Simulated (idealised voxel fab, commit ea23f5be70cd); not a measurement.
process module | voxel self aligned contacts
cross-section cut | 270 nm wide | cells 5 nm
A cross-section is a grid of square cells, given in bands from the top down. A band is one or more rows of cells.
Each band's line starts with the height of the band's top and of its bottom, in nm. Then come its materials from left to right, each with its width in nm. One material with "throughout" fills the band from edge to edge. "air" is empty space.
Height 0 is the level under which the wafer as received is all one material. The lowest band goes on downwards, as in "0 down".
A width such as "30 to 40" changes by the same amount from each row of cells to the next, from the band's top row to its bottom row.
"no change" after a step means that no cell of the cross-section changed.
closed voids: empty space of 8 cells or more with no open way to the top, each as width x height at its distance from the left edge, in nm
after a step's settings: what the simulator itself notes on the step
overlay nm, on a step with a mask: how far to the right of its planned place the mask lay; to the left if negative
plan
1 op RECEIVE | material Si
2 op CONFORMAL_DEP | material SiO2 | thk nm 5
3 op DIRECTIONAL_DEP | material polySi | thk nm 25
4 op DIRECTIONAL_DEP | material SiN | thk nm 25
5 op MASKED_ETCH | tone cover | mask id GATE | width nm 30 | pitch nm 70 | etch materials SiN | depth nm 25 | overlay nm 0
6 op MASKED_ETCH | tone cover | mask id GATE | width nm 30 | pitch nm 70 | etch materials polySi | depth nm 25 | overlay nm 0
7 op CONFORMAL_DEP | material SiN | thk nm 10
8 op DIRECTIONAL_ETCH | etch materials SiN | depth nm 10
9 op FILL_DEP | material SiO2 | thk nm 15
10 op CMP | height nm 65
11 op MASKED_ETCH | tone open | mask id CONTACT | width nm 50 | pitch nm 70 | etch materials SiO2 | depth nm 65 | overlay nm 0
12 op CONFORMAL_DEP | material TiN | thk nm 5
13 op FILL_DEP | material W | thk nm 5
14 op CMP | height nm 65
15 op CONFORMAL_DEP | material SiN | thk nm 5
as received, after step 1
  0 down: Si throughout
  closed voids: none
a wafer at the end: this start, this plan, one mistake
  70 to 65: SiN throughout
  65 to 55: SiO2 75 | TiN 5 to 20 | W 40 to 15 | TiN 5 to 15 | SiO2 20 | TiN 5 to 20 | W 40 to 15 | TiN 5 to 15 | SiO2 75
  55 to 35: SiO2 45 | SiN 45 | TiN 5 | W 15 | TiN 5 | SiN 45 | TiN 5 | W 15 | TiN 5 | SiN 45 | SiO2 40
  35 to 30: SiO2 45 | SiN 45 | TiN 5 | W 10 | TiN 10 | SiN 45 | TiN 5 | W 10 | TiN 10 | SiN 45 | SiO2 40
  30 to 5: SiO2 40 | SiN 10 | polySi 30 | SiN 10 | TiN 5 | W 10 | TiN 5 | SiN 10 | polySi 30 | SiN 10 | TiN 5 | W 10 | TiN 5 | SiN 10 | polySi 30 | SiN 10 | SiO2 40
  5 to 0: SiO2 90 | TiN 20 | SiO2 50 | TiN 20 | SiO2 90
  0 down: Si throughout
  closed voids: none
what went wrong: step 5 ran as: op MASKED_ETCH | tone cover | mask id GATE | width nm 25 | pitch nm 70 | etch materials SiN | depth nm 25 | overlay nm 0
